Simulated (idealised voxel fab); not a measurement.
process module | voxel capacitor over wiring
cross-section cut | 200 nm wide | cells 5 nm
A cross-section is a grid of square cells, given in bands from the top down. A band is one or more rows of cells.
Each band's line starts with the height of the band's top and of its bottom, in nm. Then come its materials from left to right, each with its width in nm. One material with "throughout" fills the band from edge to edge. "air" is empty space.
Height 0 is the level under which the wafer as received is all one material. The lowest band goes on downwards, as in "0 down".
A width such as "30 to 40" changes by the same amount from each row of cells to the next, from the band's top row to its bottom row.
"no change" after a step means that no cell of the cross-section changed.
closed voids: empty space of 8 cells or more with no open way to the top, each as width x height at its distance from the left edge, in nm
after a step's settings: what the simulator itself notes on the step
overlay nm, on a step with a mask: how far to the right of its planned place the mask lay; to the left if negative
plan
1 op RECEIVE | material Si
2 op CONFORMAL_DEP | material SiO2 | thk nm 15
3 op DIRECTIONAL_DEP | material TiN | thk nm 5
4 op DIRECTIONAL_DEP | material Ru | thk nm 25
5 op PATTERN | tone cover | mask id METAL_1 | material resist | width nm 25 | pitch nm 85 | thk nm 20 | overlay nm 0
6 op DIRECTIONAL_ETCH | etch materials Ru | depth nm 25
7 op DIRECTIONAL_ETCH | etch materials TiN | depth nm 5
8 op STRIP | etch materials resist
9 op FILL_DEP | material SiO2 | thk nm 10
10 op CMP | height nm 45
11 op CONFORMAL_DEP | material SiCN | thk nm 5
12 op DIRECTIONAL_DEP | material lowk | thk nm 20
13 op MASKED_ETCH | tone open | mask id PLUG_1 | width nm 15 | etch materials lowk | depth nm 20 | overlay nm 0
14 op MASKED_ETCH | tone open | mask id PLUG_1 | width nm 15 | etch materials SiCN | depth nm 5 | overlay nm 0
15 op EPI | material Ru | thk nm 10
16 op EPI | material Ru | thk nm 10
17 op EPI | material Ru | thk nm 5
18 op DIRECTIONAL_DEP | material TiN | thk nm 10
19 op DIRECTIONAL_DEP | material HfO2 | thk nm 5
20 op DIRECTIONAL_DEP | material TiN | thk nm 10
21 op DIRECTIONAL_DEP | material aC | thk nm 10
22 op PATTERN | tone cover | mask id UPPER_PLATE | material resist | width nm 65 | thk nm 30 | overlay nm 0
23 op DIRECTIONAL_ETCH | etch materials aC | depth nm 10
24 op STRIP | etch materials resist
25 op DIRECTIONAL_ETCH | etch materials TiN | depth nm 10
26 op DIRECTIONAL_ETCH | etch materials HfO2 | depth nm 5
27 op STRIP | etch materials aC
28 op DIRECTIONAL_DEP | material aC | thk nm 15
29 op PATTERN | tone cover | mask id LOWER_PLATE | material resist | width nm 75 | thk nm 35 | overlay nm 0
30 op DIRECTIONAL_ETCH | etch materials aC | depth nm 15
31 op STRIP | etch materials resist
32 op DIRECTIONAL_ETCH | etch materials TiN | depth nm 10
33 op STRIP | etch materials aC
34 op FILL_DEP | material SiO2 | thk nm 20
35 op CMP | height nm 110
36 op PATTERN | tone open | mask id PLUG_2 | material resist | width nm 15 | thk nm 15 | overlay nm 0
37 op DIRECTIONAL_ETCH | etch materials SiO2 | depth nm 15
38 op STRIP | etch materials resist
39 op CONFORMAL_DEP | material TiN | thk nm 5
40 op FILL_DEP | material Ru | thk nm 10
41 op CMP | height nm 110
42 op CONFORMAL_DEP | material SiN | thk nm 5
as received, after step 1
  0 down: Si throughout
  closed voids: none
first wafer at the end, as planned
  115 to 110: SiN throughout
  110 to 100: SiO2 65 | TiN 5 | Ru 5 | TiN 5 | SiO2 120
  100 to 95: SiO2 65 | TiN 15 | SiO2 120
  95 to 85: SiO2 55 | TiN 65 | SiO2 80
  85 to 80: SiO2 55 | HfO2 65 | SiO2 80
  80 to 70: SiO2 50 | TiN 75 | SiO2 75
  70 to 50: lowk 55 | Ru 15 | lowk 130
  50 to 45: SiCN 55 | Ru 15 | SiCN 130
  45 to 20: SiO2 45 | Ru 25 | SiO2 60 | Ru 25 | SiO2 45
  20 to 15: SiO2 45 | TiN 25 | SiO2 60 | TiN 25 | SiO2 45
  15 to 0: SiO2 throughout
  0 down: Si throughout
  closed voids: none
second wafer at the end: like start, like plan, one mistake
  115 to 110: SiN throughout
  110 to 105: SiO2 65 | TiN 15 | SiO2 120
  105 to 95: SiO2 65 | TiN 55 | SiO2 80
  95 to 90: SiO2 70 | HfO2 50 | SiO2 80
  90 to 85: SiO2 50 | TiN 5 | SiO2 15 | TiN 55 | SiO2 75
  85 to 80: SiO2 50 | TiN 75 | SiO2 75
  80 to 75: lowk 55 | TiN 15 | lowk 130
  75 to 70: lowk 55 | HfO2 15 | lowk 130
  70 to 60: lowk 55 | TiN 15 | lowk 130
  60 to 50: lowk throughout
  50 to 45: SiCN throughout
  45 to 20: SiO2 45 | Ru 25 | SiO2 60 | Ru 25 | SiO2 45
  20 to 15: SiO2 45 | TiN 25 | SiO2 60 | TiN 25 | SiO2 45
  15 to 0: SiO2 throughout
  0 down: Si throughout
  closed voids: none
what went wrong: step 12 ran as: op DIRECTIONAL_DEP | material lowk | thk nm 30
at the end the second wafer has, in cells: 17 fewer of Ru | 3 more of SiCN | 64 fewer of SiO2 | 2 fewer of TiN | 80 more of lowk
